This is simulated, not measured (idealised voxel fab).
Process module in this document: voxel self aligned vias
Cross-sectional view cut (width: 280 nm; square cell size: 5 nm).
The cross-sections in this document take the form of a grid made of square cells. They are written out as bands, in order from top to bottom. Each band consists of one or more rows of cells. Top height, bottom height, nm. Materials left to right, width each, nm. Single material + "throughout" = fills band edge to edge. "blank" = empty. A quick word on heights: they are counted from 0, and under that level the wafer as it came to us is one material throughout. The lowest band is different from the rest in having no bottom; it simply continues downward, written as in "0 down". Top row gets the first number, bottom row gets the second, and each row in between changes by the same step: that is how a band width like "30..40" works. Reading "no modification" for a step: not a cell of the cross-section changed in it. Entry "Cavities, sealed". Content: empty spaces with no open connection to the top, size 8 cells or greater. Each: width x height at distance. Distance: from left edge. Unit: nm. Text after the settings on a step's line: the simulator's own remark on that step. A step line may carry the setting "overlay nm", which, for steps involving a mask, states the distance by which the mask lay to the right of its intended position; negative values denote displacement to the left.
This section lists the process steps that were planned
1: op RECEIVE | material Si
2: op CONFORMAL_DEP | material SiO2 | thk nm 10
3: op CONFORMAL_DEP | material SiCN | thk nm 5
4: op DIRECTIONAL_DEP | material SiO2 | thk nm 30
5: op MASKED_ETCH | tone open | mask id LINES | width nm 30 | pitch nm 70 | etch materials SiO2 | depth nm 30 | overlay nm 0
6: op CONFORMAL_DEP | material TiN | thk nm 5
7: op FILL_DEP | material Ru | thk nm 10
8: op CMP | height nm 45
9: op SELECTIVE_ETCH | etch materials W Ru TiN | depth nm 5
10: op FILL_DEP | material SiN | thk nm 5
11: op CMP | height nm 45
12: op DIRECTIONAL_DEP | material SiO2 | thk nm 20
13: op MASKED_ETCH | tone open | mask id VIAS | width nm 50 | etch materials SiO2 | depth nm 20 | overlay nm 0
14: op MASKED_ETCH | tone open | mask id VIAS | width nm 50 | etch materials SiN | depth nm 5 | overlay nm 0
15: op CONFORMAL_DEP | material TiN | thk nm 5
16: op FILL_DEP | material W | thk nm 10
17: op CMP | height nm 65
18: op CONFORMAL_DEP | material SiCN | thk nm 5
Delivered wafer in cross-section: state after step 1
> 0 down: Si throughout
> Cavities, sealed: none
Here's the cross-section of the first of our two wafers at the end of the module - it ran as planned
> 70 to 65: SiCN throughout
> 65 to 50: SiO2 (80) / TiN (5) / W (40) / TiN (5) / SiO2 (150)
> 50 to 45: SiO2 (80) / TiN (15) / W (20) / TiN (15) / SiO2 (150)
> 45 to 40: SiO2 (90) / TiN (30) / SiO2 (40) / SiN (30) / SiO2 (90)
> 40 to 20: SiO2 (90) / TiN (5) / Ru (20) / TiN (5) / SiO2 (40) / TiN (5) / Ru (20) / TiN (5) / SiO2 (90)
> 20 to 15: SiO2 (90) / TiN (30) / SiO2 (40) / TiN (30) / SiO2 (90)
> 15 to 10: SiCN throughout
> 10 to 0: SiO2 throughout
> 0 down: Si throughout
> Cavities, sealed: none
Second wafer of the two, sectioned at the end of the module. It began like the first and followed the same plan, but one mistake was made while running it
> 70 to 65: SiCN throughout
> 65 to 50: SiO2 (80) / TiN (5) / W (40) / TiN (5) / SiO2 (150)
> 50 to 45: SiO2 (80) / TiN (15) / W (20) / TiN (15) / SiO2 (150)
> 45 to 40: SiO2 (90) / TiN (30) / SiO2 (40) / SiN (30) / SiO2 (90)
> 40 to 20: SiO2 (90) / TiN (5) / Ru (20) / TiN (5) / SiO2 (40) / TiN (5) / Ru (20) / TiN (5) / SiO2 (90)
> 20 to 15: SiO2 (90) / TiN (30) / SiO2 (40) / TiN (30) / SiO2 (90)
> 15 to 5: SiO2 throughout
> 5 to 0: SiCN throughout
> 0 down: Si throughout
> Cavities, sealed: none
Heads up, the wafer didn't run the way we planned it: the intended sequence of steps 2 and 3 was reversed during processing, with each occupying the position of the other
Final state: per-material cell counts identical on both wafers; locations differ.
